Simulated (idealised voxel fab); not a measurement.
Process module name: voxel capacitor over wiring
Cross-sectional view cut (width: 210 nm; square cell size: 5 nm).
Cross-section spec: square-cell grid; bands listed top down; each band is one or more rows.
Band: top height; bottom height; in nm. Then, left to right: material with width in nm, for each material. "throughout": a single material spanning edge to edge. "empty": empty space.
Heads up on the height convention: 0 is the point under which the incoming wafer is all one material, and the lowest band has no bottom, it just keeps going down, like "0 -> down".
So if you see something like "30 to 40" for the width, read it as the top row of the band sitting at the first number and the bottom row at the second, with every row in between moving by the same amount as the last.
"no modification" (step): cross-section cells unchanged, all of them.
"Closed void table" contains a list of empty spaces, each no smaller than 8 cells and without an open way to the top, written in the form width x height at distance with the distance from the left edge and all three in nm.
The remark found on a step's line after its settings is issued by the simulator itself and pertains to that step.
overlay nm: how far to the right of its planned place the mask lay on this masked step (negative: to the left).
So here's the lineup of process steps we planned:
1. RECEIVE,material Si
2. CONFORMAL_DEP,material SiO2,thk nm 10
3. CONFORMAL_DEP,material SiCN,thk nm 5
4. DIRECTIONAL_DEP,material SiO2,thk nm 15
5. PATTERN,tone open,mask id METAL_1,material resist,width nm 30,pitch nm 95,thk nm 20,overlay nm 0
6. DIRECTIONAL_ETCH,etch materials SiO2,depth nm 15
7. DIRECTIONAL_ETCH,etch materials SiCN,depth nm 5
8. STRIP,etch materials resist
9. CONFORMAL_DEP,material TiN,thk nm 5
10. FILL_DEP,material Cu,thk nm 5
11. CMP,height nm 30
12. CONFORMAL_DEP,material SiCN,thk nm 5
13. DIRECTIONAL_DEP,material lowk,thk nm 20
14. PATTERN,tone open,mask id PLUG_1,material resist,width nm 15,thk nm 15,overlay nm 0
15. DIRECTIONAL_ETCH,etch materials lowk,depth nm 20
16. DIRECTIONAL_ETCH,etch materials SiCN,depth nm 5
17. STRIP,etch materials resist
18. EPI,material Ru,thk nm 10
19. EPI,material Ru,thk nm 10
20. EPI,material Ru,thk nm 5
21. DIRECTIONAL_DEP,material TiN,thk nm 5
22. DIRECTIONAL_DEP,material HfO2,thk nm 5
23. DIRECTIONAL_DEP,material TiN,thk nm 5
24. MASKED_ETCH,tone cover,mask id UPPER_PLATE,width nm 70,etch materials TiN,depth nm 5,overlay nm 0
25. MASKED_ETCH,tone cover,mask id UPPER_PLATE,width nm 70,etch materials HfO2,depth nm 5,overlay nm 0
26. MASKED_ETCH,tone cover,mask id LOWER_PLATE,width nm 70,etch materials TiN,depth nm 5,overlay nm 0
27. FILL_DEP,material SiO2,thk nm 15
28. CMP,height nm 80
29. DIRECTIONAL_DEP,material aC,thk nm 15
30. PATTERN,tone open,mask id PLUG_2,material resist,width nm 15,thk nm 30,overlay nm 0
31. DIRECTIONAL_ETCH,etch materials aC,depth nm 15
32. STRIP,etch materials resist
33. DIRECTIONAL_ETCH,etch materials SiO2,depth nm 10
34. STRIP,etch materials aC
35. CONFORMAL_DEP,material TiN,thk nm 5
36. FILL_DEP,material W,thk nm 5
37. CMP,height nm 80
38. CONFORMAL_DEP,material SiN,thk nm 5
Wafer-to-wafer difference: width nm, step 26. Common start. Plan = first wafer's value.
This is how the first of several wafers looked in cross-section when it arrived, which is after step 1:
> 0 -> down | Si throughout
> Closed void table: none
The cross-section of the first of several wafers is given below for the end of the module, after its final step, step 38:
> 85 -> 80 | SiN throughout
> 80 -> 75 | 65 nm SiO2, 5 nm TiN, 5 nm W, 5 nm TiN, 130 nm SiO2
> 75 -> 65 | 65 to 55 nm SiO2, 15 to 70 nm TiN, 130 to 85 nm SiO2
> 65 -> 60 | 55 nm SiO2, 70 nm HfO2, 85 nm SiO2
> 60 -> 55 | 55 nm SiO2, 70 nm TiN, 85 nm SiO2
> 55 -> 35 | 55 nm lowk, 15 nm Ru, 140 nm lowk
> 35 -> 30 | 55 nm SiCN, 15 nm Ru, 140 nm SiCN
> 30 -> 15 | 40 nm SiO2, 5 nm TiN, 20 nm Cu, 5 nm TiN, 65 nm SiO2, 5 nm TiN, 20 nm Cu, 5 nm TiN, 45 nm SiO2
> 15 -> 10 | 40 nm SiCN, 30 nm TiN, 65 nm SiCN, 30 nm TiN, 45 nm SiCN
> 10 -> 0 | SiO2 throughout
> 0 -> down | Si throughout
> Closed void table: none
A cross-section through the last wafer at the close of the module:
> 85 -> 80 | SiN throughout
> 80 -> 75 | 65 nm SiO2, 5 nm TiN, 5 nm W, 5 nm TiN, 130 nm SiO2
> 75 -> 65 | 65 to 55 nm SiO2, 15 to 70 nm TiN, 130 to 85 nm SiO2
> 65 -> 60 | 55 nm SiO2, 70 nm HfO2, 85 nm SiO2
> 60 -> 55 | 45 nm SiO2, 95 nm TiN, 70 nm SiO2
> 55 -> 35 | 55 nm lowk, 15 nm Ru, 140 nm lowk
> 35 -> 30 | 55 nm SiCN, 15 nm Ru, 140 nm SiCN
> 30 -> 15 | 40 nm SiO2, 5 nm TiN, 20 nm Cu, 5 nm TiN, 65 nm SiO2, 5 nm TiN, 20 nm Cu, 5 nm TiN, 45 nm SiO2
> 15 -> 10 | 40 nm SiCN, 30 nm TiN, 65 nm SiCN, 30 nm TiN, 45 nm SiCN
> 10 -> 0 | SiO2 throughout
> 0 -> down | Si throughout
> Closed void table: none
Table: wafers, a row each; end-of-module cell change per material since receipt, gain (+), loss (-); then closed voids:
width nm 70 | +24 Cu | +14 HfO2 | +15 Ru | +69 SiCN | +42 SiN | +336 SiO2 | +57 TiN | +1 W | +156 lowk | Closed void table: none
width nm 75 | +24 Cu | +14 HfO2 | +15 Ru | +69 SiCN | +42 SiN | +335 SiO2 | +58 TiN | +1 W | +156 lowk | Closed void table: none
width nm 80 | +24 Cu | +14 HfO2 | +15 Ru | +69 SiCN | +42 SiN | +334 SiO2 | +59 TiN | +1 W | +156 lowk | Closed void table: none
width nm 85 | +24 Cu | +14 HfO2 | +15 Ru | +69 SiCN | +42 SiN | +333 SiO2 | +60 TiN | +1 W | +156 lowk | Closed void table: none
width nm 90 | +24 Cu | +14 HfO2 | +15 Ru | +69 SiCN | +42 SiN | +332 SiO2 | +61 TiN | +1 W | +156 lowk | Closed void table: none
width nm 95 | +24 Cu | +14 HfO2 | +15 Ru | +69 SiCN | +42 SiN | +331 SiO2 | +62 TiN | +1 W | +156 lowk | Closed void table: none
